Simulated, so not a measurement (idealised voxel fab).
This section sets out a process module, namely voxel released beams.
Section cut is 255 nm wide and gridded with 5 nm square cells.
Format of a cross-section: grid, square cells. Given as bands. Order: top down. Band: one or more rows of cells. Quick guide to a band line: top height, bottom height (nm) up front; then every material left to right with its width in nm. Only one material and it's marked "throughout"? Then it fills the band edge to edge. And "air" just means empty space. Heights are reckoned from 0. Under this level, the received wafer is all of one material. The bottommost band is open-ended downward, for example "0 and below". The expression "30 to 40" gives the width at the extremes of the band, the first number at its top row of cells and the second at its bottom row, with the width changing by equal amounts from each row to the next in between. Key: "remains unaltered" - step with no changed cell in the cross-section. Enclosed voids (no open way to top), threshold 8 cells or more, entry "Enclosed internal cavities", notation width x height at distance, distance from left edge, nm. Formally, on a step line, whatever follows the settings is a remark that the simulator itself makes on the step. overlay nm: mask offset rightward from planned place, masked step; negative means leftward offset.

# This section lists the process steps that were planned
1 RECEIVE: material Si
2 CONFORMAL_DEP: material SiN, thk nm 5
3 DIRECTIONAL_DEP: material SiO2, thk nm 15
4 DIRECTIONAL_DEP: material aC, thk nm 10
5 PATTERN: tone open, mask id ANCHOR, material resist, width nm 35, thk nm 30, overlay nm 0
6 DIRECTIONAL_ETCH: etch materials aC, depth nm 10
7 STRIP: etch materials resist
8 DIRECTIONAL_ETCH: etch materials SiO2, depth nm 15
9 STRIP: etch materials aC
10 CONFORMAL_DEP: material TiN, thk nm 15
11 DIRECTIONAL_DEP: material aC, thk nm 5
12 PATTERN: tone cover, mask id BEAM, material resist, width nm 80, thk nm 25, overlay nm 0
13 DIRECTIONAL_ETCH: etch materials aC, depth nm 10
14 STRIP: etch materials resist
15 DIRECTIONAL_ETCH: etch materials TiN, depth nm 15
16 STRIP: etch materials aC
17 STRIP: etch materials SiO2
Wafers differ in thk nm at step 11; plan lists the first wafer's value; identical starting state.

# The as-received cross-section of the first of several wafers corresponds to the state after step 1
> 0 and below: Si throughout
> Enclosed internal cavities: none

# The rows of the table below are wafers. Looking at the end of the module, a row counts, for every material, the cells the wafer has gained, shown as (+), or lost, shown as (-), since it was received; its closed voids come next
thk nm 5, +51 SiN, +66 TiN, Enclosed internal cavities: none
thk nm 10, +51 SiN, +66 TiN, Enclosed internal cavities: none
thk nm 15, +51 SiN, +132 SiO2, +171 TiN, Enclosed internal cavities: none
thk nm 20, +51 SiN, +132 SiO2, +171 TiN, Enclosed internal cavities: none
thk nm 25, +51 SiN, +132 SiO2, +171 TiN, Enclosed internal cavities: none
